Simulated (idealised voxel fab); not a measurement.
Process module heading - voxel gate over fins
Cross-section cut spans 160 nm and uses square cells 5 nm in size.
Cross-section spec: square-cell grid; bands listed top down; each band is one or more rows. The band entry comprises the height of the band's top followed by the height of its bottom, expressed in nm, and subsequently the band's materials from left to right, each stated together with its width in nm. Where a single material is marked with the word "edge to edge", that material fills the band from edge to edge. The word "empty" represents empty space. The reference from which all heights are counted is 0, the level beneath which the as-received wafer is entirely one material; the lowest band, having no lower bound, proceeds downward and is written after the example "0 and below". Width: "30..40" (first number = top row, second number = bottom row, same change from row to row of cells). "nothing was modified", as given for a step, is the statement that not any cell of the cross-section underwent a change during that step. Fully sealed cavities: empty space of 8 cells or more with no open way to the top, each as width x height at its distance from the left edge, in nm. Past the settings on a step's line: simulator remark, on that step. overlay nm: mask right of planned place by this much (step with mask). Neg. = left. The remainder of this document consists of a sequence of paired cross-sections. Each pair presents the cross-section prior to one process step together with the cross-section following it, the latter being rendered only as deep as the lowest band that underwent change. The intervening step, together with its settings, is stated beneath each pair. Because the pairs may originate from different runs of this module on the same starting wafer, a given pair is to be read as continuing from the preceding pair only where its entry headed "Ex-ante state" so indicates.
Ex-ante state
  0 and below: Si edge to edge
  Fully sealed cavities: none
Post-Step Section View
  5 down to 0: SiN edge to edge
  Note: structure below 0 unchanged.
  Fully sealed cavities: none
The step occurring between the two cross-sections depicted above is identified as CONFORMAL_DEP [material SiN] [thk nm 5]
Ex-ante state: Please consult the pair immediately above; the cross-section it shows after its step is the state before this step.
Post-Step Section View
  15 down to 5: aC edge to edge
  Note: structure below 5 unchanged.
  Fully sealed cavities: none
The step occurring between the two cross-sections depicted above is identified as DIRECTIONAL_DEP [material aC] [thk nm 10]
Ex-ante state: Please consult the pair immediately above; the cross-section it shows after its step is the state before this step.
Post-Step Section View
  45 down to 15: 55 of empty, then 15 of resist, then 20 of empty, then 15 of resist, then 55 of empty
  Note: structure below 15 unchanged.
  Fully sealed cavities: none
The step occurring between the two cross-sections depicted above is identified as PATTERN [tone cover] [mask id FINS] [material resist] [width nm 15] [pitch nm 35] [thk nm 30] [overlay nm 0]
Ex-ante state: Please consult the pair immediately above; the cross-section it shows after its step is the state before this step.
Post-Step Section View
  35 down to 15: 55 of empty, then 15 of resist, then 20 of empty, then 15 of resist, then 55 of empty
  15 down to 5: 55 of empty, then 15 of aC, then 20 of empty, then 15 of aC, then 55 of empty
  Note: structure below 5 unchanged.
  Fully sealed cavities: none
The step occurring between the two cross-sections depicted above is identified as DIRECTIONAL_ETCH [etch materials aC] [depth nm 10]
Ex-ante state: Please consult the pair immediately above; the cross-section it shows after its step is the state before this step.
Post-Step Section View
  15 down to 5: 55 of empty, then 15 of aC, then 20 of empty, then 15 of aC, then 55 of empty
  Note: structure below 5 unchanged.
  Fully sealed cavities: none
The step occurring between the two cross-sections depicted above is identified as STRIP [etch materials resist]
Ex-ante state: Please consult the pair immediately above; the cross-section it shows after its step is the state before this step.
Post-Step Section View
  15 down to 5: 55 of empty, then 15 of aC, then 20 of empty, then 15 of aC, then 55 of empty
  5 down to 0: 55 of empty, then 15 of SiN, then 20 of empty, then 15 of SiN, then 55 of empty
  Note: structure below 0 unchanged.
  Fully sealed cavities: none
The step occurring between the two cross-sections depicted above is identified as DIRECTIONAL_ETCH [etch materials SiN] [depth nm 5]
Ex-ante state: Please consult the pair immediately above; the cross-section it shows after its step is the state before this step.
Post-Step Section View
  15 down to 5: 55 of empty, then 15 of aC, then 20 of empty, then 15 of aC, then 55 of empty
  5 down to 0: 55 of empty, then 15 of SiN, then 20 of empty, then 15 of SiN, then 55 of empty
  0 down to -30: 55 of empty, then 15 of Si, then 20 of empty, then 15 of Si, then 55 of empty
  Note: structure below -30 unchanged.
  Fully sealed cavities: none
The step occurring between the two cross-sections depicted above is identified as DIRECTIONAL_ETCH [etch materials Si] [depth nm 30]
Ex-ante state: Please consult the pair immediately above; the cross-section it shows after its step is the state before this step.
Post-Step Section View
  5 down to 0: 55 of empty, then 15 of SiN, then 20 of empty, then 15 of SiN, then 55 of empty
  Note: structure below 0 unchanged.
  Fully sealed cavities: none
The step occurring between the two cross-sections depicted above is identified as STRIP [etch materials aC]
Ex-ante state: Please consult the pair immediately above; the cross-section it shows after its step is the state before this step.
Post-Step Section View
  5 down to 0: 55 of empty, then 15 of SiN, then 20 of empty, then 15 of SiN, then 55 of empty
  0 down to -30: 55 of empty, then 5 of SiO2, then 5 of Si, then 5 of SiO2, then 20 of empty, then 5 of SiO2, then 5 of Si, then 5 of SiO2, then 55 of empty
  -30 down to -35: 60 of SiO2, then 5 of Si, then 30 of SiO2, then 5 of Si, then 60 of SiO2
  Note: structure below -35 unchanged.
  Fully sealed cavities: none
The step occurring between the two cross-sections depicted above is identified as OXIDIZE [depth nm 5]
Ex-ante state: Please consult the pair immediately above; the cross-section it shows after its step is the state before this step.
Post-Step Section View
  15 down to 5: SiO2 edge to edge
  5 down to 0: 55 of SiO2, then 15 of SiN, then 20 of SiO2, then 15 of SiN, then 55 of SiO2
  0 down to -35: 60 of SiO2, then 5 of Si, then 30 of SiO2, then 5 of Si, then 60 of SiO2
  Note: structure below -35 unchanged.
  Fully sealed cavities: none
The step occurring between the two cross-sections depicted above is identified as FILL_DEP [material SiO2] [thk nm 10]
Ex-ante state: Please consult the pair immediately above; the cross-section it shows after its step is the state before this step.
Post-Step Section View
  5 down to 0: 55 of SiO2, then 15 of SiN, then 20 of SiO2, then 15 of SiN, then 55 of SiO2
  Note: structure below 0 unchanged.
  Fully sealed cavities: none
The step occurring between the two cross-sections depicted above is identified as CMP [height nm 5]
Ex-ante state: Please consult the pair immediately above; the cross-section it shows after its step is the state before this step.
Post-Step Section View
  5 down to 0: 55 of empty, then 15 of SiN, then 20 of empty, then 15 of SiN, then 55 of empty
  0 down to -10: 60 of empty, then 5 of Si, then 30 of empty, then 5 of Si, then 60 of empty
  Note: structure below -10 unchanged.
  Fully sealed cavities: none
The step occurring between the two cross-sections depicted above is identified as SELECTIVE_ETCH [etch materials SiO2] [depth nm 15]
Ex-ante state: Please consult the pair immediately above; the cross-section it shows after its step is the state before this step.
Post-Step Section View
  0 down to -10: 60 of empty, then 5 of Si, then 30 of empty, then 5 of Si, then 60 of empty
  Note: structure below -10 unchanged.
  Fully sealed cavities: none
The step occurring between the two cross-sections depicted above is identified as STRIP [etch materials SiN]
Ex-ante state: Please consult the pair immediately above; the cross-section it shows after its step is the state before this step.
Post-Step Section View
  5 down to 0: 55 of empty, then 15 of HfO2, then 20 of empty, then 15 of HfO2, then 55 of empty
  0 down to -5: 55 of empty, then 5 of HfO2, then 5 of Si, then 5 of HfO2, then 20 of empty, then 5 of HfO2, then 5 of Si, then 5 of HfO2, then 55 of empty
  -5 down to -10: 60 of HfO2, then 5 of Si, then 30 of HfO2, then 5 of Si, then 60 of HfO2
  Note: structure below -10 unchanged.
  Fully sealed cavities: none
The step occurring between the two cross-sections depicted above is identified as CONFORMAL_DEP [material HfO2] [thk nm 5]
Ex-ante state: Please consult the pair immediately above; the cross-section it shows after its step is the state before this step.
Post-Step Section View
  10 down to 5: 50 of empty, then 25 of TiN, then 10 of empty, then 25 of TiN, then 50 of empty
  5 down to 0: 50 of empty, then 5 of TiN, then 15 of HfO2, then 5 of TiN, then 10 of empty, then 5 of TiN, then 15 of HfO2, then 5 of TiN, then 50 of empty
  0 down to -5: 55 of TiN, then 5 of HfO2, then 5 of Si, then 5 of HfO2, then 20 of TiN, then 5 of HfO2, then 5 of Si, then 5 of HfO2, then 55 of TiN
  Note: structure below -5 unchanged.
  Fully sealed cavities: none
The step occurring between the two cross-sections depicted above is identified as CONFORMAL_DEP [material TiN] [thk nm 5]
Ex-ante state: Please consult the pair immediately above; the cross-section it shows after its step is the state before this step.
Post-Step Section View
  15 down to 10: 45 of empty, then 70 of TiAl, then 45 of empty
  10 down to 5: 45 of empty, then 5 of TiAl, then 25 of TiN, then 10 of TiAl, then 25 of TiN, then 5 of TiAl, then 45 of empty
  5 down to 0: 50 of TiAl, then 5 of TiN, then 15 of HfO2, then 5 of TiN, then 10 of TiAl, then 5 of TiN, then 15 of HfO2, then 5 of TiN, then 50 of TiAl
  Note: structure below 0 unchanged.
  Fully sealed cavities: none
The step occurring between the two cross-sections depicted above is identified as CONFORMAL_DEP [material TiAl] [thk nm 5]
Ex-ante state: Please consult the pair immediately above; the cross-section it shows after its step is the state before this step.
Post-Step Section View
  20 down to 15: 40 of empty, then 80 of TiN, then 40 of empty
  15 down to 10: 40 of empty, then 5 of TiN, then 70 of TiAl, then 5 of TiN, then 40 of empty
  10 down to 5: 45 of TiN, then 5 of TiAl, then 25 of TiN, then 10 of TiAl, then 25 of TiN, then 5 of TiAl, then 45 of TiN
  Note: structure below 5 unchanged.
  Fully sealed cavities: none
The step occurring between the two cross-sections depicted above is identified as CONFORMAL_DEP [material TiN] [thk nm 5]
Ex-ante state: Please consult the pair immediately above; the cross-section it shows after its step is the state before this step.
Post-Step Section View
  30 down to 20: W edge to edge
  20 down to 15: 40 of W, then 80 of TiN, then 40 of W
  15 down to 10: 40 of W, then 5 of TiN, then 70 of TiAl, then 5 of TiN, then 40 of W
  Note: structure below 10 unchanged.
  Fully sealed cavities: none
The step occurring between the two cross-sections depicted above is identified as FILL_DEP [material W] [thk nm 10]
Ex-ante state: Please consult the pair immediately above; the cross-section it shows after its step is the state before this step.
Post-Step Section View
  25 down to 20: W edge to edge
  Note: structure below 20 unchanged.
  Fully sealed cavities: none
The step occurring between the two cross-sections depicted above is identified as CMP [height nm 25]
Ex-ante state: Please consult the pair immediately above; the cross-section it shows after its step is the state before this step.
Post-Step Section View
  30 down to 25: SiCN edge to edge
  Note: structure below 25 unchanged.
  Fully sealed cavities: none
The step occurring between the two cross-sections depicted above is identified as CONFORMAL_DEP [material SiCN] [thk nm 5]
Ex-ante state
  5 down to 0: 55 of empty, then 15 of HfO2, then 20 of empty, then 15 of HfO2, then 55 of empty
  0 down to -5: 55 of empty, then 5 of HfO2, then 5 of Si, then 5 of HfO2, then 20 of empty, then 5 of HfO2, then 5 of Si, then 5 of HfO2, then 55 of empty
  -5 down to -10: 60 of HfO2, then 5 of Si, then 30 of HfO2, then 5 of Si, then 60 of HfO2
  -10 down to -35: 60 of SiO2, then 5 of Si, then 30 of SiO2, then 5 of Si, then 60 of SiO2
  -35 and below: Si edge to edge
  Fully sealed cavities: none
Post-Step Section View
  10 down to 5: 50 of empty, then 25 of TiAl, then 10 of empty, then 25 of TiAl, then 50 of empty
  5 down to 0: 50 of empty, then 5 of TiAl, then 15 of HfO2, then 5 of TiAl, then 10 of empty, then 5 of TiAl, then 15 of HfO2, then 5 of TiAl, then 50 of empty
  0 down to -5: 55 of TiAl, then 5 of HfO2, then 5 of Si, then 5 of HfO2, then 20 of TiAl, then 5 of HfO2, then 5 of Si, then 5 of HfO2, then 55 of TiAl
  Note: structure below -5 unchanged.
  Fully sealed cavities: none
The step occurring between the two cross-sections depicted above is identified as CONFORMAL_DEP [material TiAl] [thk nm 5]
Ex-ante state: Please consult the pair immediately above; the cross-section it shows after its step is the state before this step.
Post-Step Section View
  15 down to 10: 45 of empty, then 70 of TiN, then 45 of empty
  10 down to 5: 45 of empty, then 5 of TiN, then 25 of TiAl, then 10 of TiN, then 25 of TiAl, then 5 of TiN, then 45 of empty
  5 down to 0: 50 of TiN, then 5 of TiAl, then 15 of HfO2, then 5 of TiAl, then 10 of TiN, then 5 of TiAl, then 15 of HfO2, then 5 of TiAl, then 50 of TiN
  Note: structure below 0 unchanged.
  Fully sealed cavities: none
The step occurring between the two cross-sections depicted above is identified as CONFORMAL_DEP [material TiN] [thk nm 5]
Ex-ante state: Please consult the pair immediately above; the cross-section it shows after its step is the state before this step.
Post-Step Section View
  25 down to 15: W edge to edge
  15 down to 10: 45 of W, then 70 of TiN, then 45 of W
  10 down to 5: 45 of W, then 5 of TiN, then 25 of TiAl, then 10 of TiN, then 25 of TiAl, then 5 of TiN, then 45 of W
  Note: structure below 5 unchanged.
  Fully sealed cavities: none
The step occurring between the two cross-sections depicted above is identified as FILL_DEP [material W] [thk nm 10]
Ex-ante state: Please consult the pair immediately above; the cross-section it shows after its step is the state before this step.
Post-Step Section View
  30 down to 25: SiCN edge to edge
  Note: structure below 25 unchanged.
  Fully sealed cavities: none
The step occurring between the two cross-sections depicted above is identified as CONFORMAL_DEP [material SiCN] [thk nm 5]
Ex-ante state
  5 down to 0: 55 of empty, then 15 of SiN, then 20 of empty, then 15 of SiN, then 55 of empty
  0 down to -10: 60 of empty, then 5 of Si, then 30 of empty, then 5 of Si, then 60 of empty
  -10 down to -35: 60 of SiO2, then 5 of Si, then 30 of SiO2, then 5 of Si, then 60 of SiO2
  -35 and below: Si edge to edge
  Fully sealed cavities: none
Post-Step Section View
  5 down to 0: 55 of empty, then 15 of SiN, then 20 of empty, then 15 of SiN, then 55 of empty
  0 down to -25: 60 of empty, then 5 of Si, then 30 of empty, then 5 of Si, then 60 of empty
  Note: structure below -25 unchanged.
  Fully sealed cavities: none
The step occurring between the two cross-sections depicted above is identified as SELECTIVE_ETCH [etch materials SiO2] [depth nm 15]
Ex-ante state: Please consult the pair immediately above; the cross-section it shows after its step is the state before this step.
Post-Step Section View
  0 down to -25: 60 of empty, then 5 of Si, then 30 of empty, then 5 of Si, then 60 of empty
  Note: structure below -25 unchanged.
  Fully sealed cavities: none
The step occurring between the two cross-sections depicted above is identified as STRIP [etch materials SiN]
Ex-ante state: Please consult the pair immediately above; the cross-section it shows after its step is the state before this step.
Post-Step Section View
  5 down to 0: 55 of empty, then 15 of HfO2, then 20 of empty, then 15 of HfO2, then 55 of empty
  0 down to -20: 55 of empty, then 5 of HfO2, then 5 of Si, then 5 of HfO2, then 20 of empty, then 5 of HfO2, then 5 of Si, then 5 of HfO2, then 55 of empty
  -20 down to -25: 60 of HfO2, then 5 of Si, then 30 of HfO2, then 5 of Si, then 60 of HfO2
  Note: structure below -25 unchanged.
  Fully sealed cavities: none
The step occurring between the two cross-sections depicted above is identified as CONFORMAL_DEP [material HfO2] [thk nm 5]
Ex-ante state: Please consult the pair immediately above; the cross-section it shows after its step is the state before this step.
Post-Step Section View
  10 down to 5: 50 of empty, then 25 of TiN, then 10 of empty, then 25 of TiN, then 50 of empty
  5 down to 0: 50 of empty, then 5 of TiN, then 15 of HfO2, then 5 of TiN, then 10 of empty, then 5 of TiN, then 15 of HfO2, then 5 of TiN, then 50 of empty
  0 down to -15: 50 of empty, then 5 of TiN, then 5 of HfO2, then 5 of Si, then 5 of HfO2, then 5 of TiN, then 10 of empty, then 5 of TiN, then 5 of HfO2, then 5 of Si, then 5 of HfO2, then 5 of TiN, then 50 of empty
  -15 down to -20: 55 of TiN, then 5 of HfO2, then 5 of Si, then 5 of HfO2, then 20 of TiN, then 5 of HfO2, then 5 of Si, then 5 of HfO2, then 55 of TiN
  Note: structure below -20 unchanged.
  Fully sealed cavities: none
The step occurring between the two cross-sections depicted above is identified as CONFORMAL_DEP [material TiN] [thk nm 5]
Ex-ante state: Please consult the pair immediately above; the cross-section it shows after its step is the state before this step.
Post-Step Section View
  15 down to 10: 45 of empty, then 70 of TiAl, then 45 of empty
  10 down to 5: 45 of empty, then 5 of TiAl, then 25 of TiN, then 10 of TiAl, then 25 of TiN, then 5 of TiAl, then 45 of empty
  5 down to 0: 45 of empty, then 5 of TiAl, then 5 of TiN, then 15 of HfO2, then 5 of TiN, then 10 of TiAl, then 5 of TiN, then 15 of HfO2, then 5 of TiN, then 5 of TiAl, then 45 of empty
  0 down to -10: 45 of empty, then 5 of TiAl, then 5 of TiN, then 5 of HfO2, then 5 of Si, then 5 of HfO2, then 5 of TiN, then 10 of TiAl, then 5 of TiN, then 5 of HfO2, then 5 of Si, then 5 of HfO2, then 5 of TiN, then 5 of TiAl, then 45 of empty
  -10 down to -15: 50 of TiAl, then 5 of TiN, then 5 of HfO2, then 5 of Si, then 5 of HfO2, then 5 of TiN, then 10 of TiAl, then 5 of TiN, then 5 of HfO2, then 5 of Si, then 5 of HfO2, then 5 of TiN, then 50 of TiAl
  Note: structure below -15 unchanged.
  Fully sealed cavities: none
The step occurring between the two cross-sections depicted above is identified as CONFORMAL_DEP [material TiAl] [thk nm 5]
Ex-ante state: Please consult the pair immediately above; the cross-section it shows after its step is the state before this step.
Post-Step Section View
  20 down to 15: 40 of empty, then 80 of TiN, then 40 of empty
  15 down to 10: 40 of empty, then 5 of TiN, then 70 of TiAl, then 5 of TiN, then 40 of empty
  10 down to 5: 40 of empty, then 5 of TiN, then 5 of TiAl, then 25 of TiN, then 10 of TiAl, then 25 of TiN, then 5 of TiAl, then 5 of TiN, then 40 of empty
  5 down to 0: 40 of empty, then 5 of TiN, then 5 of TiAl, then 5 of TiN, then 15 of HfO2, then 5 of TiN, then 10 of TiAl, then 5 of TiN, then 15 of HfO2, then 5 of TiN, then 5 of TiAl, then 5 of TiN, then 40 of empty
  0 down to -5: 40 of empty, then 5 of TiN, then 5 of TiAl, then 5 of TiN, then 5 of HfO2, then 5 of Si, then 5 of HfO2, then 5 of TiN, then 10 of TiAl, then 5 of TiN, then 5 of HfO2, then 5 of Si, then 5 of HfO2, then 5 of TiN, then 5 of TiAl, then 5 of TiN, then 40 of empty
  -5 down to -10: 45 of TiN, then 5 of TiAl, then 5 of TiN, then 5 of HfO2, then 5 of Si, then 5 of HfO2, then 5 of TiN, then 10 of TiAl, then 5 of TiN, then 5 of HfO2, then 5 of Si, then 5 of HfO2, then 5 of TiN, then 5 of TiAl, then 45 of TiN
  Note: structure below -10 unchanged.
  Fully sealed cavities: none
The step occurring between the two cross-sections depicted above is identified as CONFORMAL_DEP [material TiN] [thk nm 5]
Ex-ante state: Please consult the pair immediately above; the cross-section it shows after its step is the state before this step.
Post-Step Section View
  30 down to 20: W edge to edge
  20 down to 15: 40 of W, then 80 of TiN, then 40 of W
  15 down to 10: 40 of W, then 5 of TiN, then 70 of TiAl, then 5 of TiN, then 40 of W
  10 down to 5: 40 of W, then 5 of TiN, then 5 of TiAl, then 25 of TiN, then 10 of TiAl, then 25 of TiN, then 5 of TiAl, then 5 of TiN, then 40 of W
  5 down to 0: 40 of W, then 5 of TiN, then 5 of TiAl, then 5 of TiN, then 15 of HfO2, then 5 of TiN, then 10 of TiAl, then 5 of TiN, then 15 of HfO2, then 5 of TiN, then 5 of TiAl, then 5 of TiN, then 40 of W
  0 down to -5: 40 of W, then 5 of TiN, then 5 of TiAl, then 5 of TiN, then 5 of HfO2, then 5 of Si, then 5 of HfO2, then 5 of TiN, then 10 of TiAl, then 5 of TiN, then 5 of HfO2, then 5 of Si, then 5 of HfO2, then 5 of TiN, then 5 of TiAl, then 5 of TiN, then 40 of W
  Note: structure below -5 unchanged.
  Fully sealed cavities: none
The step occurring between the two cross-sections depicted above is identified as FILL_DEP [material W] [thk nm 10]
Ex-ante state: Please consult the pair immediately above; the cross-section it shows after its step is the state before this step.
Post-Step Section View
  25 down to 20: W edge to edge
  Note: structure below 20 unchanged.
  Fully sealed cavities: none
The step occurring between the two cross-sections depicted above is identified as CMP [height nm 25]
Ex-ante state: Please consult the pair immediately above; the cross-section it shows after its step is the state before this step.
Post-Step Section View
  30 down to 25: SiCN edge to edge
  Note: structure below 25 unchanged.
  Fully sealed cavities: none
The step occurring between the two cross-sections depicted above is identified as CONFORMAL_DEP [material SiCN] [thk nm 5]
Ex-ante state
  10 down to 5: 50 of empty, then 25 of TiN, then 10 of empty, then 25 of TiN, then 50 of empty
  5 down to 0: 50 of empty, then 5 of TiN, then 15 of HfO2, then 5 of TiN, then 10 of empty, then 5 of TiN, then 15 of HfO2, then 5 of TiN, then 50 of empty
  0 down to -5: 55 of TiN, then 5 of HfO2, then 5 of Si, then 5 of HfO2, then 20 of TiN, then 5 of HfO2, then 5 of Si, then 5 of HfO2, then 55 of TiN
  -5 down to -10: 60 of HfO2, then 5 of Si, then 30 of HfO2, then 5 of Si, then 60 of HfO2
  -10 down to -35: 60 of SiO2, then 5 of Si, then 30 of SiO2, then 5 of Si, then 60 of SiO2
  -35 and below: Si edge to edge
  Fully sealed cavities: none
Post-Step Section View
  15 down to 5: 45 of empty, then 70 of TiN, then 45 of empty
  5 down to 0: 55 of TiN, then 15 of HfO2, then 20 of TiN, then 15 of HfO2, then 55 of TiN
  Note: structure below 0 unchanged.
  Fully sealed cavities: none
The step occurring between the two cross-sections depicted above is identified as CONFORMAL_DEP [material TiN] [thk nm 5]
Ex-ante state: Please consult the pair immediately above; the cross-section it shows after its step is the state before this step.
Post-Step Section View
  20 down to 15: 40 of empty, then 80 of TiAl, then 40 of empty
  15 down to 10: 40 of empty, then 5 of TiAl, then 70 of TiN, then 5 of TiAl, then 40 of empty
  10 down to 5: 45 of TiAl, then 70 of TiN, then 45 of TiAl
  Note: structure below 5 unchanged.
  Fully sealed cavities: none
The step occurring between the two cross-sections depicted above is identified as CONFORMAL_DEP [material TiAl] [thk nm 5]
Ex-ante state: Please consult the pair immediately above; the cross-section it shows after its step is the state before this step.
Post-Step Section View
  30 down to 20: W edge to edge
  20 down to 15: 40 of W, then 80 of TiAl, then 40 of W
  15 down to 10: 40 of W, then 5 of TiAl, then 70 of TiN, then 5 of TiAl, then 40 of W
  Note: structure below 10 unchanged.
  Fully sealed cavities: none
The step occurring between the two cross-sections depicted above is identified as FILL_DEP [material W] [thk nm 10]
Ex-ante state: Please consult the pair immediately above; the cross-section it shows after its step is the state before this step.
Post-Step Section View
  25 down to 20: W edge to edge
  Note: structure below 20 unchanged.
  Fully sealed cavities: none
The step occurring between the two cross-sections depicted above is identified as CMP [height nm 25]
Ex-ante state: Please consult the pair immediately above; the cross-section it shows after its step is the state before this step.
Post-Step Section View
  30 down to 25: SiCN edge to edge
  Note: structure below 25 unchanged.
  Fully sealed cavities: none
The step occurring between the two cross-sections depicted above is identified as CONFORMAL_DEP [material SiCN] [thk nm 5]
Ex-ante state
  10 down to 5: 50 of empty, then 25 of TiN, then 10 of empty, then 25 of TiN, then 50 of empty
  5 down to 0: 50 of empty, then 5 of TiN, then 15 of HfO2, then 5 of TiN, then 10 of empty, then 5 of TiN, then 15 of HfO2, then 5 of TiN, then 50 of empty
  0 down to -5: 55 of TiN, then 5 of HfO2, then 5 of Si, then 5 of HfO2, then 20 of TiN, then 5 of HfO2, then 5 of Si, then 5 of HfO2, then 55 of TiN
  -5 down to -10: 60 of HfO2, then 5 of Si, then 30 of HfO2, then 5 of Si, then 60 of HfO2
  -10 down to -35: 60 of SiO2, then 5 of Si, then 30 of SiO2, then 5 of Si, then 60 of SiO2
  -35 and below: Si edge to edge
  Fully sealed cavities: none
Post-Step Section View
  25 down to 15: 35 of empty, then 90 of TiAl, then 35 of empty
  15 down to 10: TiAl edge to edge
  10 down to 5: 50 of TiAl, then 25 of TiN, then 10 of TiAl, then 25 of TiN, then 50 of TiAl
  5 down to 0: 50 of TiAl, then 5 of TiN, then 15 of HfO2, then 5 of TiN, then 10 of TiAl, then 5 of TiN, then 15 of HfO2, then 5 of TiN, then 50 of TiAl
  Note: structure below 0 unchanged.
  Fully sealed cavities: none
The step occurring between the two cross-sections depicted above is identified as CONFORMAL_DEP [material TiAl] [thk nm 15]
Ex-ante state: Please consult the pair immediately above; the cross-section it shows after its step is the state before this step.
Post-Step Section View
  30 down to 25: 30 of empty, then 100 of TiN, then 30 of empty
  25 down to 20: 30 of empty, then 5 of TiN, then 90 of TiAl, then 5 of TiN, then 30 of empty
  20 down to 15: 35 of TiN, then 90 of TiAl, then 35 of TiN
  Note: structure below 15 unchanged.
  Fully sealed cavities: none
The step occurring between the two cross-sections depicted above is identified as CONFORMAL_DEP [material TiN] [thk nm 5]
Ex-ante state: Please consult the pair immediately above; the cross-section it shows after its step is the state before this step.
Post-Step Section View
  40 down to 30: W edge to edge
  30 down to 25: 30 of W, then 100 of TiN, then 30 of W
  25 down to 20: 30 of W, then 5 of TiN, then 90 of TiAl, then 5 of TiN, then 30 of W
  Note: structure below 20 unchanged.
  Fully sealed cavities: none
The step occurring between the two cross-sections depicted above is identified as FILL_DEP [material W] [thk nm 10]
Ex-ante state: Please consult the pair immediately above; the cross-section it shows after its step is the state before this step.
Post-Step Section View
  25 down to 20: 30 of W, then 5 of TiN, then 90 of TiAl, then 5 of TiN, then 30 of W
  Note: structure below 20 unchanged.
  Fully sealed cavities: none
The step occurring between the two cross-sections depicted above is identified as CMP [height nm 25]
Ex-ante state: Please consult the pair immediately above; the cross-section it shows after its step is the state before this step.
Post-Step Section View
  30 down to 25: SiCN edge to edge
  Note: structure below 25 unchanged.
  Fully sealed cavities: none
The step occurring between the two cross-sections depicted above is identified as CONFORMAL_DEP [material SiCN] [thk nm 5]
Ex-ante state
  15 down to 5: aC edge to edge
  5 down to 0: SiN edge to edge
  0 and below: Si edge to edge
  Fully sealed cavities: none
Post-Step Section View
  45 down to 15: 55 of empty, then 20 of resist, then 15 of empty, then 20 of resist, then 50 of empty
  Note: structure below 15 unchanged.
  Fully sealed cavities: none
The step occurring between the two cross-sections depicted above is identified as PATTERN [tone cover] [mask id FINS] [material resist] [width nm 20] [pitch nm 35] [thk nm 30] [overlay nm 0]
Ex-ante state: Please consult the pair immediately above; the cross-section it shows after its step is the state before this step.
Post-Step Section View
  35 down to 15: 55 of empty, then 20 of resist, then 15 of empty, then 20 of resist, then 50 of empty
  15 down to 5: 55 of empty, then 20 of aC, then 15 of empty, then 20 of aC, then 50 of empty
  Note: structure below 5 unchanged.
  Fully sealed cavities: none
The step occurring between the two cross-sections depicted above is identified as DIRECTIONAL_ETCH [etch materials aC] [depth nm 10]
Ex-ante state: Please consult the pair immediately above; the cross-section it shows after its step is the state before this step.
Post-Step Section View
  15 down to 5: 55 of empty, then 20 of aC, then 15 of empty, then 20 of aC, then 50 of empty
  Note: structure below 5 unchanged.
  Fully sealed cavities: none
The step occurring between the two cross-sections depicted above is identified as STRIP [etch materials resist]
Ex-ante state: Please consult the pair immediately above; the cross-section it shows after its step is the state before this step.
Post-Step Section View
  15 down to 5: 55 of empty, then 20 of aC, then 15 of empty, then 20 of aC, then 50 of empty
  5 down to 0: 55 of empty, then 20 of SiN, then 15 of empty, then 20 of SiN, then 50 of empty
  Note: structure below 0 unchanged.
  Fully sealed cavities: none
The step occurring between the two cross-sections depicted above is identified as DIRECTIONAL_ETCH [etch materials SiN] [depth nm 5]
Ex-ante state: Please consult the pair immediately above; the cross-section it shows after its step is the state before this step.
Post-Step Section View
  15 down to 5: 55 of empty, then 20 of aC, then 15 of empty, then 20 of aC, then 50 of empty
  5 down to 0: 55 of empty, then 20 of SiN, then 15 of empty, then 20 of SiN, then 50 of empty
  0 down to -30: 55 of empty, then 20 of Si, then 15 of empty, then 20 of Si, then 50 of empty
  Note: structure below -30 unchanged.
  Fully sealed cavities: none
The step occurring between the two cross-sections depicted above is identified as DIRECTIONAL_ETCH [etch materials Si] [depth nm 30]
Ex-ante state: Please consult the pair immediately above; the cross-section it shows after its step is the state before this step.
Post-Step Section View
  5 down to 0: 55 of empty, then 20 of SiN, then 15 of empty, then 20 of SiN, then 50 of empty
  Note: structure below 0 unchanged.
  Fully sealed cavities: none
The step occurring between the two cross-sections depicted above is identified as STRIP [etch materials aC]
Ex-ante state: Please consult the pair immediately above; the cross-section it shows after its step is the state before this step.
Post-Step Section View
  5 down to 0: 55 of empty, then 20 of SiN, then 15 of empty, then 20 of SiN, then 50 of empty
  0 down to -30: 55 of empty, then 5 of SiO2, then 10 of Si, then 5 of SiO2, then 15 of empty, then 5 of SiO2, then 10 of Si, then 5 of SiO2, then 50 of empty
  -30 down to -35: 60 of SiO2, then 10 of Si, then 25 of SiO2, then 10 of Si, then 55 of SiO2
  Note: structure below -35 unchanged.
  Fully sealed cavities: none
The step occurring between the two cross-sections depicted above is identified as OXIDIZE [depth nm 5]
Ex-ante state: Please consult the pair immediately above; the cross-section it shows after its step is the state before this step.
Post-Step Section View
  15 down to 5: SiO2 edge to edge
  5 down to 0: 55 of SiO2, then 20 of SiN, then 15 of SiO2, then 20 of SiN, then 50 of SiO2
  0 down to -35: 60 of SiO2, then 10 of Si, then 25 of SiO2, then 10 of Si, then 55 of SiO2
  Note: structure below -35 unchanged.
  Fully sealed cavities: none
The step occurring between the two cross-sections depicted above is identified as FILL_DEP [material SiO2] [thk nm 10]
Ex-ante state: Please consult the pair immediately above; the cross-section it shows after its step is the state before this step.
Post-Step Section View
  5 down to 0: 55 of SiO2, then 20 of SiN, then 15 of SiO2, then 20 of SiN, then 50 of SiO2
  Note: structure below 0 unchanged.
  Fully sealed cavities: none
The step occurring between the two cross-sections depicted above is identified as CMP [height nm 5]
Ex-ante state: Please consult the pair immediately above; the cross-section it shows after its step is the state before this step.
Post-Step Section View
  5 down to 0: 55 of empty, then 20 of SiN, then 15 of empty, then 20 of SiN, then 50 of empty
  0 down to -10: 60 of empty, then 10 of Si, then 25 of empty, then 10 of Si, then 55 of empty
  Note: structure below -10 unchanged.
  Fully sealed cavities: none
The step occurring between the two cross-sections depicted above is identified as SELECTIVE_ETCH [etch materials SiO2] [depth nm 15]
Ex-ante state: Please consult the pair immediately above; the cross-section it shows after its step is the state before this step.
Post-Step Section View
  0 down to -10: 60 of empty, then 10 of Si, then 25 of empty, then 10 of Si, then 55 of empty
  Note: structure below -10 unchanged.
  Fully sealed cavities: none
The step occurring between the two cross-sections depicted above is identified as STRIP [etch materials SiN]
Ex-ante state: Please consult the pair immediately above; the cross-section it shows after its step is the state before this step.
Post-Step Section View
  5 down to 0: 55 of empty, then 20 of HfO2, then 15 of empty, then 20 of HfO2, then 50 of empty
  0 down to -5: 55 of empty, then 5 of HfO2, then 10 of Si, then 5 of HfO2, then 15 of empty, then 5 of HfO2, then 10 of Si, then 5 of HfO2, then 50 of empty
  -5 down to -10: 60 of HfO2, then 10 of Si, then 25 of HfO2, then 10 of Si, then 55 of HfO2
  Note: structure below -10 unchanged.
  Fully sealed cavities: none
The step occurring between the two cross-sections depicted above is identified as CONFORMAL_DEP [material HfO2] [thk nm 5]
